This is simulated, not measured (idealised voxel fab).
process module | voxel trench capacitor
cross-section cut | 255 nm wide | cells 5 nm
A cross-section is a grid of square cells, given in bands from the top down. A band is one or more rows of cells.
Each band's line starts with the height of the band's top and of its bottom, in nm. Then come its materials from left to right, each with its width in nm. One material with "throughout" fills the band from edge to edge. "air" is empty space.
Height 0 is the level under which the wafer as received is all one material. The lowest band goes on downwards, as in "0 down".
A width such as "30 to 40" changes by the same amount from each row of cells to the next, from the band's top row to its bottom row.
"no change" after a step means that no cell of the cross-section changed.
closed voids: empty space of 8 cells or more with no open way to the top, each as width x height at its distance from the left edge, in nm
after a step's settings: what the simulator itself notes on the step
overlay nm, on a step with a mask: how far to the right of its planned place the mask lay; to the left if negative
plan
1 op RECEIVE | material Si
2 op CONFORMAL_DEP | material SiN | thk nm 10
3 op MASKED_ETCH | tone open | mask id TRENCH | width nm 25 | pitch nm 50 | etch materials SiN | depth nm 10 | overlay nm 0
4 op MASKED_ETCH | tone open | mask id TRENCH | width nm 25 | pitch nm 50 | etch materials Si | depth nm 40 | overlay nm 0
5 op CONFORMAL_DEP | material Al2O3 | thk nm 5
6 op CONFORMAL_DEP | material TiN | thk nm 5
7 op FILL_DEP | material W | thk nm 5
8 op CMP | height nm 10
as received, after step 1
  0 down: Si throughout
  closed voids: none
first wafer at the end, as planned
  10 to 0: SiN 90 | Al2O3 5 | TiN 5 | W 5 | TiN 5 | Al2O3 5 | SiN 25 | Al2O3 5 | TiN 5 | W 5 | TiN 5 | Al2O3 5 | SiN 90
  0 to -30: Si 90 | Al2O3 5 | TiN 5 | W 5 | TiN 5 | Al2O3 5 | Si 25 | Al2O3 5 | TiN 5 | W 5 | TiN 5 | Al2O3 5 | Si 90
  -30 to -35: Si 90 | Al2O3 5 | TiN 15 | Al2O3 5 | Si 25 | Al2O3 5 | TiN 15 | Al2O3 5 | Si 90
  -35 to -40: Si 90 | Al2O3 25 | Si 25 | Al2O3 25 | Si 90
  -40 down: Si throughout
  closed voids: none
second wafer at the end: like start, like plan, one mistake
  10 to 0: SiN 90 | TiN 5 | Al2O3 5 | W 5 | Al2O3 5 | TiN 5 | SiN 25 | TiN 5 | Al2O3 5 | W 5 | Al2O3 5 | TiN 5 | SiN 90
  0 to -30: Si 90 | TiN 5 | Al2O3 5 | W 5 | Al2O3 5 | TiN 5 | Si 25 | TiN 5 | Al2O3 5 | W 5 | Al2O3 5 | TiN 5 | Si 90
  -30 to -35: Si 90 | TiN 5 | Al2O3 15 | TiN 5 | Si 25 | TiN 5 | Al2O3 15 | TiN 5 | Si 90
  -35 to -40: Si 90 | TiN 25 | Si 25 | TiN 25 | Si 90
  -40 down: Si throughout
  closed voids: none
what went wrong: steps 5 and 6 were swapped
at the end the second wafer has, in cells: 8 fewer of Al2O3 | 8 more of TiN
